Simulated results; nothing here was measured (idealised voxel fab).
A process module follows: voxel double patterning.
Pictured: cross-section cut, 175 nm wide, on a grid of 5 nm square cells.
Cross-sections here: square-cell grids, written as top-down lists of bands, a band being one or more rows of cells. What a band's entry tells you: where the top is and where the bottom is, as heights in nm, and after that what lies inside, material by material from left to right, each with its width in nm. Empty space is written as the word "air", and a single material marked with the word "all across" occupies the band from edge to edge. Height reference: 0 = level under which incoming wafer is all one material. Lowest band: no bottom, runs on downward, e.g. "from 0 down". A two-number width, for instance "30 to 40", indicates that the width is equal to the first number in the top row of the band and to the second number in the bottom row, and that it changes by a constant amount per row of cells. What does "nothing altered" mean for a step? It means no cell of the cross-section changed in that step. Listed in "Closed void roster": every empty space of 8 or more cells without an open way to the top. Form: width x height at distance, the distance being from the left edge, all in nm. Text after the settings on a step's line: the simulator's own remark on that step. overlay nm: how far to the right of its planned place the mask lay on this masked step (negative: to the left).
### This section lists the process steps that were planned
1. RECEIVE | material Si
2. CONFORMAL_DEP | material SiO2 | thk nm 10
3. DIRECTIONAL_DEP | material TiN | thk nm 20
4. DIRECTIONAL_DEP | material SiCN | thk nm 5
5. PATTERN | tone open | mask id FIRST | material resist | width nm 15 | pitch nm 50 | thk nm 15 | overlay nm 0
6. DIRECTIONAL_ETCH | etch materials SiCN | depth nm 5
7. STRIP | etch materials resist
8. PATTERN | tone open | mask id SECOND | material resist | width nm 15 | thk nm 15 | overlay nm 0
9. DIRECTIONAL_ETCH | etch materials SiCN | depth nm 5
10. STRIP | etch materials resist
11. DIRECTIONAL_ETCH | etch materials TiN | depth nm 20
12. STRIP | etch materials SiCN
### Cross-section of the incoming wafer, state after step 1
	from 0 down | Si all across
	Closed void roster: none
### Cross-sectional result after module completion. Note: starting condition and plan are unchanged from above; one processing mistake was made
	from 30 to 10 | TiN 55; air 15; TiN 5; air 25; TiN 5; air 15; TiN 55
	from 10 to 0 | SiO2 all across
	from 0 down | Si all across
	Closed void roster: none
In executing the process, a mistake was made relative to the plan: step 8 changed vs plan, executed as PATTERN | tone open | mask id SECOND | material resist | width nm 25 | thk nm 15 | overlay nm 0
